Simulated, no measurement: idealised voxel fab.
Presented below is a process module, voxel transistor to metal.
Pictured: cross-section cut, 180 nm wide, on a grid of 5 nm square cells.
Think of the cross-section as a grid of square cells. We describe it in bands, top to bottom, and each band covers one or more rows of those cells. Band: top height; bottom height; in nm. Then, left to right: material with width in nm, for each material. "throughout": a single material spanning edge to edge. "blank": empty space. Measure heights from 0. That's the level where, below it, the as-received wafer is all one material. The lowest band is bottomless and extends downward; write it as in "0 down". You'd read "30..40" like this: the band's top row of cells is as wide as the first number, its bottom row is as wide as the second, and going down, every row changes width by the same amount as the row before did. Where a step carries "changes: none", the cross-section came out of it unchanged, cell for cell. Closed-off voids of 8+ cells (no open route to the top) go in "Sealed internal voids", written width x height at distance from the left edge, in nm. Note: text after step settings on the step line = simulator remark on that step. When a step includes a mask, the "overlay nm" setting on its line states how far to the right of its planned place that mask lay, and negative values state how far to the left.

The steps planned for the process are as follows
1. RECEIVE: material Si
2. OXIDIZE: depth nm 5
3. CONFORMAL_DEP: material SiN, thk nm 15
4. DIRECTIONAL_DEP: material aC, thk nm 10
5. PATTERN: tone cover, mask id ACTIVE, material resist, width nm 110, thk nm 30, overlay nm 0
6. DIRECTIONAL_ETCH: etch materials aC, depth nm 10
7. STRIP: etch materials resist
8. DIRECTIONAL_ETCH: etch materials SiN, depth nm 15
9. DIRECTIONAL_ETCH: etch materials SiO2, depth nm 5
10. DIRECTIONAL_ETCH: etch materials Si, depth nm 30
11. STRIP: etch materials aC
12. FILL_DEP: material SiO2, thk nm 5
13. CMP: height nm 15
14. SELECTIVE_ETCH: etch materials SiO2, depth nm 10
15. STRIP: etch materials SiN
16. SELECTIVE_ETCH: etch materials SiO2, depth nm 5
17. OXIDIZE: depth nm 5
18. DIRECTIONAL_DEP: material polySi, thk nm 20
19. DIRECTIONAL_DEP: material SiCN, thk nm 15
20. PATTERN: tone cover, mask id GATE, material resist, width nm 30, thk nm 15, overlay nm 0
21. DIRECTIONAL_ETCH: etch materials SiCN, depth nm 25
22. DIRECTIONAL_ETCH: etch materials polySi, depth nm 30
23. STRIP: etch materials resist
24. CONFORMAL_DEP: material SiO2, thk nm 5
25. DIRECTIONAL_ETCH: etch materials SiO2, depth nm 5
26. CONFORMAL_DEP: material SiN, thk nm 5
27. DIRECTIONAL_ETCH: etch materials SiN, depth nm 5
28. DIRECTIONAL_ETCH: etch materials SiO2, depth nm 5
29. EPI: material nSi, thk nm 5
30. FILL_DEP: material SiO2, thk nm 10
31. CMP: height nm 15
32. STRIP: etch materials polySi
33. SELECTIVE_ETCH: etch materials SiO2, depth nm 5
34. CONFORMAL_DEP: material HfO2, thk nm 5
35. CONFORMAL_DEP: material TiN, thk nm 5
36. FILL_DEP: material W, thk nm 10
37. CMP: height nm 10
38. DIRECTIONAL_DEP: material SiO2, thk nm 10
39. PATTERN: tone open, mask id CONTACT, material resist, width nm 20, pitch nm 80, thk nm 15, overlay nm 0
40. DIRECTIONAL_ETCH: etch materials SiO2, depth nm 25
41. STRIP: etch materials resist
42. CONFORMAL_DEP: material TiN, thk nm 5
43. FILL_DEP: material W, thk nm 10
44. CMP: height nm 20
45. DIRECTIONAL_DEP: material TiN, thk nm 5
46. DIRECTIONAL_DEP: material W, thk nm 20
47. DIRECTIONAL_DEP: material aC, thk nm 10
48. PATTERN: tone cover, mask id METAL_1, material resist, width nm 20, pitch nm 80, thk nm 25, overlay nm 0
49. DIRECTIONAL_ETCH: etch materials aC, depth nm 10
50. STRIP: etch materials resist
51. DIRECTIONAL_ETCH: etch materials W, depth nm 20
52. DIRECTIONAL_ETCH: etch materials TiN, depth nm 5
53. STRIP: etch materials aC
54. FILL_DEP: material SiO2, thk nm 10
55. CMP: height nm 45
56. CONFORMAL_DEP: material SiCN, thk nm 5
57. DIRECTIONAL_DEP: material lowk, thk nm 35
58. MASKED_ETCH: tone open, mask id METAL_2, width nm 20, pitch nm 80, etch materials lowk, depth nm 20, overlay nm 0
59. PATTERN: tone open, mask id METAL_2_HOLES, material resist, width nm 15, pitch nm 80, thk nm 20, overlay nm 0
60. DIRECTIONAL_ETCH: etch materials lowk, depth nm 15
61. DIRECTIONAL_ETCH: etch materials SiCN, depth nm 5
62. STRIP: etch materials resist
63. CONFORMAL_DEP: material TiN, thk nm 5
64. FILL_DEP: material Cu, thk nm 5
65. CMP: height nm 85
66. CONFORMAL_DEP: material SiCN, thk nm 5

Incoming wafer, cross-sectional view, post step 1
0 down  Si throughout
Sealed internal voids: none

First of two wafers at the end of the module, shown in cross-section; run carried out as planned
90 to 85  SiCN throughout
85 to 70  40 of lowk  5 of TiN  10 of Cu  5 of TiN  60 of lowk  5 of TiN  10 of Cu  5 of TiN  40 of lowk
70 to 65  40 of lowk  5 of TiN  5 of Cu  10 of TiN  60 of lowk  5 of TiN  5 of Cu  10 of TiN  40 of lowk
65 to 50  40 of lowk  5 of TiN  5 of Cu  5 of TiN  65 of lowk  5 of TiN  5 of Cu  5 of TiN  45 of lowk
50 to 45  40 of SiCN  15 of TiN  65 of SiCN  15 of TiN  45 of SiCN
45 to 25  40 of SiO2  20 of W  60 of SiO2  20 of W  40 of SiO2
25 to 20  40 of SiO2  20 of TiN  60 of SiO2  20 of TiN  40 of SiO2
20 to 10  40 of SiO2  5 of TiN  10 of W  5 of TiN  60 of SiO2  5 of TiN  10 of W  5 of TiN  40 of SiO2
10 to 0  40 of SiO2  5 of TiN  10 of W  5 of TiN  5 of SiO2  5 of SiN  5 of HfO2  5 of TiN  20 of W  5 of TiN  5 of HfO2  5 of SiN  5 of SiO2  5 of TiN  10 of W  5 of TiN  40 of SiO2
0 to -5  35 of SiO2  5 of SiN  20 of TiN  5 of SiO2  5 of SiN  5 of HfO2  30 of TiN  5 of HfO2  5 of SiN  5 of SiO2  20 of TiN  5 of SiN  35 of SiO2
-5 to -10  40 of SiO2  25 of nSi  5 of SiO2  40 of HfO2  5 of SiO2  25 of nSi  40 of SiO2
-10 to -35  35 of SiO2  110 of Si  35 of SiO2
-35 down  Si throughout
Sealed internal voids: none

Wafer two, end of module, cross-section. Same start, same plan as wafer one. One mistake in the run
90 to 85  SiCN throughout
85 to 70  40 of lowk  5 of TiN  10 of HfO2  5 of TiN  60 of lowk  5 of TiN  10 of HfO2  5 of TiN  40 of lowk
70 to 65  40 of lowk  5 of TiN  5 of HfO2  10 of TiN  60 of lowk  5 of TiN  5 of HfO2  10 of TiN  40 of lowk
65 to 50  40 of lowk  5 of TiN  5 of HfO2  5 of TiN  65 of lowk  5 of TiN  5 of HfO2  5 of TiN  45 of lowk
50 to 45  40 of SiCN  15 of TiN  65 of SiCN  15 of TiN  45 of SiCN
45 to 25  40 of SiO2  20 of W  60 of SiO2  20 of W  40 of SiO2
25 to 20  40 of SiO2  20 of TiN  60 of SiO2  20 of TiN  40 of SiO2
20 to 10  40 of SiO2  5 of TiN  10 of W  5 of TiN  60 of SiO2  5 of TiN  10 of W  5 of TiN  40 of SiO2
10 to 0  40 of SiO2  5 of TiN  10 of W  5 of TiN  5 of SiO2  5 of SiN  5 of HfO2  5 of TiN  20 of W  5 of TiN  5 of HfO2  5 of SiN  5 of SiO2  5 of TiN  10 of W  5 of TiN  40 of SiO2
0 to -5  35 of SiO2  5 of SiN  20 of TiN  5 of SiO2  5 of SiN  5 of HfO2  30 of TiN  5 of HfO2  5 of SiN  5 of SiO2  20 of TiN  5 of SiN  35 of SiO2
-5 to -10  40 of SiO2  25 of nSi  5 of SiO2  40 of HfO2  5 of SiO2  25 of nSi  40 of SiO2
-10 to -35  35 of SiO2  110 of Si  35 of SiO2
-35 down  Si throughout
Sealed internal voids: none
What went wrong in running the wafer? step 64 ran as: FILL_DEP: material HfO2, thk nm 5
End of process, cell counts, second wafer against first, materials with more or fewer: 20 fewer of Cu | 20 more of HfO2
